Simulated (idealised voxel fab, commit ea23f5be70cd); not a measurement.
A process module follows: voxel capacitor over wiring.
The width of the displayed cross-section, cut, is 235 nm; its cells are square, with a size of 5 nm.
A cross-section in this document is a grid of square cells, and it is written down as bands, the top band listed before the ones below it; a band is made up of one or more rows of cells. Heads up on the band format: heights come first, top then bottom, in nm. After that it's the materials left to right, each with its width in nm. A single material flagged "everywhere" fills the whole band edge to edge, and "blank" means there's empty space there. Measure heights from 0. That's the level where, below it, the as-received wafer is all one material. The lowest band is bottomless and extends downward; write it as in "z 0 and below". Graded width ("30 to 40"): value in top row of band = first number; value in bottom row = second number; row-to-row change constant. The cross-section has no changed cell in any step marked "no alteration". "Trapped voids": sealed empty spaces, 8 cells or more, no open way to top, listed width x height at distance, with distance from the left edge and width, height and distance in nm. Text after the settings on a step's line: the simulator's own remark on that step. overlay nm: mask right of planned place by this much (step with mask). Neg. = left.

[plan]
1 RECEIVE with material Si
2 CONFORMAL_DEP with material SiO2, thk nm 10
3 DIRECTIONAL_DEP with material TiN, thk nm 5
4 DIRECTIONAL_DEP with material Ru, thk nm 25
5 DIRECTIONAL_DEP with material aC, thk nm 10
6 PATTERN with tone cover, mask id METAL_1, material resist, width nm 30, pitch nm 85, thk nm 30, overlay nm 0
7 DIRECTIONAL_ETCH with etch materials aC, depth nm 10
8 STRIP with etch materials resist
9 DIRECTIONAL_ETCH with etch materials Ru, depth nm 25
10 DIRECTIONAL_ETCH with etch materials TiN, depth nm 5
11 STRIP with etch materials aC
12 CONFORMAL_DEP with material SiCN, thk nm 5
13 FILL_DEP with material lowk, thk nm 5
14 CMP with height nm 40
15 CONFORMAL_DEP with material SiCN, thk nm 5
16 DIRECTIONAL_DEP with material SiO2, thk nm 10
17 MASKED_ETCH with tone open, mask id PLUG_1, width nm 15, etch materials SiO2, depth nm 10, overlay nm 0
18 MASKED_ETCH with tone open, mask id PLUG_1, width nm 15, etch materials SiCN, depth nm 5, overlay nm 0
19 EPI with material Ru, thk nm 10
20 EPI with material Ru, thk nm 5
21 DIRECTIONAL_DEP with material TiN, thk nm 10
22 DIRECTIONAL_DEP with material Al2O3, thk nm 5
23 DIRECTIONAL_DEP with material TiN, thk nm 5
24 DIRECTIONAL_DEP with material aC, thk nm 10
25 PATTERN with tone cover, mask id UPPER_PLATE, material resist, width nm 60, thk nm 30, overlay nm 0
26 DIRECTIONAL_ETCH with etch materials aC, depth nm 10
27 STRIP with etch materials resist
28 DIRECTIONAL_ETCH with etch materials TiN, depth nm 5
29 DIRECTIONAL_ETCH with etch materials Al2O3, depth nm 5
30 STRIP with etch materials aC
31 MASKED_ETCH with tone cover, mask id LOWER_PLATE, width nm 70, etch materials TiN, depth nm 10, overlay nm 0
32 FILL_DEP with material SiO2, thk nm 20
33 CMP with height nm 90
34 DIRECTIONAL_DEP with material aC, thk nm 15
35 PATTERN with tone open, mask id PLUG_2, material resist, width nm 15, thk nm 30, overlay nm 0
36 DIRECTIONAL_ETCH with etch materials aC, depth nm 15
37 STRIP with etch materials resist
38 DIRECTIONAL_ETCH with etch materials SiO2, depth nm 15
39 STRIP with etch materials aC
40 CONFORMAL_DEP with material TiN, thk nm 5
41 FILL_DEP with material W, thk nm 5
42 CMP with height nm 90
43 CONFORMAL_DEP with material SiCN, thk nm 5

[Step 1 complete: cross-section of the wafer as received]
	z 0 and below: Si everywhere
	Trapped voids: none

[Cross-section, first of two wafers, end of module, run as planned]
	z 95 to 90: SiCN everywhere
	z 90 to 80: 85 of SiO2; 5 of TiN; 5 of W; 5 of TiN; 135 of SiO2
	z 80 to 70: 85 to 75 of SiO2; 15 to 60 of TiN; 135 to 100 of SiO2
	z 70 to 65: 75 of SiO2; 60 of Al2O3; 100 of SiO2
	z 65 to 55: 70 of SiO2; 70 of TiN; 95 of SiO2
	z 55 to 45: 75 of SiO2; 15 of Ru; 145 of SiO2
	z 45 to 40: 75 of SiCN; 15 of Ru; 145 of SiCN
	z 40 to 15: 55 of lowk; 5 of SiCN; 30 of Ru; 5 of SiCN; 45 of lowk; 5 of SiCN; 30 of Ru; 5 of SiCN; 55 of lowk
	z 15 to 10: 60 of SiCN; 30 of TiN; 55 of SiCN; 30 of TiN; 60 of SiCN
	z 10 to 0: SiO2 everywhere
	z 0 and below: Si everywhere
	Trapped voids: none

[Cross-section of the latter of the two wafers at module completion. It had an identical start and an identical plan to the former; in running it, one mistake was made]
	z 95 to 90: SiCN everywhere
	z 90 to 85: 75 of SiO2; 60 of TiN; 100 of SiO2
	z 85 to 80: 75 of SiO2; 60 of Al2O3; 100 of SiO2
	z 80 to 70: 70 of SiO2; 70 of TiN; 95 of SiO2
	z 70 to 55: Ru everywhere
	z 55 to 45: TiN everywhere
	z 45 to 40: SiCN everywhere
	z 40 to 15: 55 of lowk; 5 of SiCN; 30 of Ru; 5 of SiCN; 45 of lowk; 5 of SiCN; 30 of Ru; 5 of SiCN; 55 of lowk
	z 15 to 10: 60 of SiCN; 30 of TiN; 55 of SiCN; 30 of TiN; 60 of SiCN
	z 10 to 0: SiO2 everywhere
	z 0 and below: Si everywhere
	Trapped voids: none
In executing the process, a mistake was made relative to the plan: contrary to plan, step 16 was performed as DIRECTIONAL_DEP with material TiN, thk nm 10
The closing comparison, in cells, has the second wafer with more or fewer of some materials than the first: 132 more of Ru; 3 more of SiCN; 220 fewer of SiO2; 87 more of TiN; 2 fewer of W
